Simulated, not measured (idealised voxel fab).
The following is a process module called voxel fin reveal.
In the cross-section labelled cut, the width is 275 nm and each square cell is 5 nm.
Cross-section = grid of square cells, listed top down in bands; band = one or more rows. First you get the band's top height and its bottom height, in nm, and then the materials it's made of, left to right, with each width in nm. If you see a single material with "everywhere", that one covers the band edge to edge. "blank" is empty space. Heights from 0 (as-received wafer is one material below). Bottom band endless downward, as "0 nm and below". Think of "30..40" as a width that walks from the first number to the second as you go down the band, top row to bottom row, taking equal-sized steps from row to row. No cell of the cross-section changed in a step that is given as "changes: none". So "Fully enclosed voids" is basically the list of trapped voids: any empty space of 8 cells or more that can't reach the top through an opening. They're written width x height at distance, the distance being from the left edge, and it's all nm. Formally, on a step line, whatever follows the settings is a remark that the simulator itself makes on the step. Steps that use a mask can have "overlay nm" on their line. It says how far the mask sat to the right of where it was meant to be. Negative means to the left.

BELOW IS THE LIST OF PLANNED PROCESS STEPS
1,RECEIVE with material Si
2,CONFORMAL_DEP with material SiN, thk nm 10
3,MASKED_ETCH with tone cover, mask id FINS, width nm 15, pitch nm 40, etch materials SiN, depth nm 10, overlay nm 0
4,MASKED_ETCH with tone cover, mask id FINS, width nm 15, pitch nm 40, etch materials Si, depth nm 30, overlay nm 0
5,FILL_DEP with material SiO2, thk nm 15
6,CMP with height nm 10
7,SELECTIVE_ETCH with etch materials SiO2, depth nm 10
8,STRIP with etch materials SiN
All wafers enter the flow in the same state. The depth nm at step 7 differs from wafer to wafer, and the plan gives the value for the first wafer.

AS-RECEIVED STATE AFTER STEP 1, FIRST OF SEVERAL WAFERS, CROSS-SECTION
- 0 nm and below: Si everywhere
- Fully enclosed voids: none

BELOW: A ROW PER WAFER. CONTENTS AT END OF MODULE: FOR EVERY MATERIAL, CELLS GAINED SINCE RECEIPT (+) OR LOST SINCE RECEIPT (-); THEN CLOSED VOIDS
depth nm 10, -258 Si, +258 SiO2, Fully enclosed voids: none
depth nm 15, -258 Si, +215 SiO2, Fully enclosed voids: none
depth nm 20, -258 Si, +172 SiO2, Fully enclosed voids: none
depth nm 25, -258 Si, +129 SiO2, Fully enclosed voids: none
depth nm 30, -258 Si, +86 SiO2, Fully enclosed voids: none
depth nm 35, -258 Si, +43 SiO2, Fully enclosed voids: none
